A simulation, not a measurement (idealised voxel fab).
Process module, titled voxel quadruple lines
Xsec cut, 280 nm wide, square cell size 5 nm.
How to read a cross-section here: the picture is a grid of square cells, written as bands going from the top down, and any band can span one or more rows of cells.
This entry defines a band. It first specifies the height of the band's top and the height of its bottom in nm, and then specifies the band's materials from left to right, stating each material with its width in nm. The word "edge to edge" identifies a single material that fills the band from edge to edge, while the word "air" identifies empty space.
Heights are measured from 0, the level below which the as-received wafer is all one material; the lowest band has no bottom and continues downward, written as in "0 nm and below".
Width: "30->40" (first number = top row, second number = bottom row, same change from row to row of cells).
The cross-section has no changed cell in any step marked "remained unchanged".
"Fully sealed voids" means: voids of 8 cells or more that are shut off from the top with no open way through. Written width x height at distance, distance from the left edge, in nm.
Anything after a step's settings on that line? It's the simulator's own note about the step.
What "overlay nm" on a step's line means: if the step has a mask, that mask lay this far to the right of its planned place, or, when the value is negative, to the left.
THE PLANNED PROCESS STEPS ARE ENUMERATED HEREUNDER
1 RECEIVE | material Si
2 CONFORMAL_DEP | material Al2O3 | thk nm 5
3 DIRECTIONAL_DEP | material Ru | thk nm 10
4 DIRECTIONAL_DEP | material polySi | thk nm 20
5 DIRECTIONAL_DEP | material aC | thk nm 20
6 PATTERN | tone cover | mask id MANDREL | material resist | width nm 20 | thk nm 25 | overlay nm 0
7 DIRECTIONAL_ETCH | etch materials aC | depth nm 20
8 STRIP | etch materials resist
9 CONFORMAL_DEP | material SiO2 | thk nm 10
10 DIRECTIONAL_ETCH | etch materials SiO2 | depth nm 10
11 STRIP | etch materials aC
12 DIRECTIONAL_ETCH | etch materials polySi | depth nm 20
13 STRIP | etch materials SiO2
14 CONFORMAL_DEP | material SiCN | thk nm 5
15 DIRECTIONAL_ETCH | etch materials SiCN | depth nm 5
16 STRIP | etch materials polySi
17 DIRECTIONAL_ETCH | etch materials Ru | depth nm 10
18 STRIP | etch materials SiCN
19 FILL_DEP | material lowk | thk nm 10
20 CMP | height nm 15
CROSS-SECTION, INCOMING MATERIAL, AFTER STEP 1
0 nm and below | Si edge to edge
Fully sealed voids: none
A WAFER AT THE END: THIS START, THIS PLAN, ONE MISTAKE
15 nm to 5 nm | polySi edge to edge
5 nm to 0 nm | Al2O3 edge to edge
0 nm and below | Si edge to edge
Fully sealed voids: none
Nonconformance to the process plan: ran 3 and 4 in swapped order versus the plan
